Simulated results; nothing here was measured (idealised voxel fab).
You're looking at the process module voxel air gaps.
The figure presents cross-section cut, which has a width of 190 nm and is divided into square cells with an edge length of 5 nm.
Cross-section = grid of square cells, listed top down in bands; band = one or more rows.
Quick guide to a band line: top height, bottom height (nm) up front; then every material left to right with its width in nm. Only one material and it's marked "all across"? Then it fills the band edge to edge. And "air" just means empty space.
Height is counted from the level 0, under which the received wafer is composed throughout of one material. The lowest of the bands is not closed at the bottom but continues downward, in the notation "0..down".
Note: "30->40" means the width goes from the first number (top row of the band) to the second number (bottom row) in equal steps per row of cells.
Reading "nothing altered" for a step: not a cell of the cross-section changed in it.
"Closed void catalog" - sealed voids, min. 8 cells, no opening to top; format: width x height at distance (distance from left edge; nm throughout).
The remark found on a step's line after its settings is issued by the simulator itself and pertains to that step.
overlay nm: mask offset rightward from planned place, masked step; negative means leftward offset.
[Process steps - plan]
step 1: RECEIVE: material Si
step 2: CONFORMAL_DEP: material SiO2, thk nm 15
step 3: CONFORMAL_DEP: material SiCN, thk nm 5
step 4: DIRECTIONAL_DEP: material lowk, thk nm 35
step 5: DIRECTIONAL_DEP: material aC, thk nm 15
step 6: PATTERN: tone open, mask id LINES, material resist, width nm 15, pitch nm 45, thk nm 30, overlay nm 0
step 7: DIRECTIONAL_ETCH: etch materials aC, depth nm 15
step 8: STRIP: etch materials resist
step 9: DIRECTIONAL_ETCH: etch materials lowk, depth nm 35
step 10: STRIP: etch materials aC
step 11: CONFORMAL_DEP: material TiN, thk nm 5
step 12: FILL_DEP: material Cu, thk nm 10
step 13: CMP: height nm 55
step 14: EPI: material Ru, thk nm 10
step 15: SELECTIVE_ETCH: etch materials lowk, depth nm 45
step 16: CONFORMAL_DEP: material SiCN, thk nm 5
[Delivered wafer in cross-section: state after step 1]
    0..down = Si all across
    Closed void catalog: none
[Final cross-section, module run with one mistake (start and plan as above)]
    70..65 = SiCN all across
    65..55 = Ru all across
    55..25 = Cu 35 nm; TiN 5 nm; lowk 15 nm; TiN 5 nm; Cu 20 nm; TiN 5 nm; lowk 15 nm; TiN 5 nm; Cu 20 nm; TiN 5 nm; lowk 15 nm; TiN 5 nm; Cu 40 nm
    25..20 = TiN 40 nm; lowk 15 nm; TiN 30 nm; lowk 15 nm; TiN 30 nm; lowk 15 nm; TiN 45 nm
    20..15 = SiCN all across
    15..0 = SiO2 all across
    0..down = Si all across
    Closed void catalog: none
Want to know what went wrong? in deviation from the planned setting, step 6 was conducted as PATTERN: tone cover, mask id LINES, material resist, width nm 15, pitch nm 45, thk nm 30, overlay nm 0
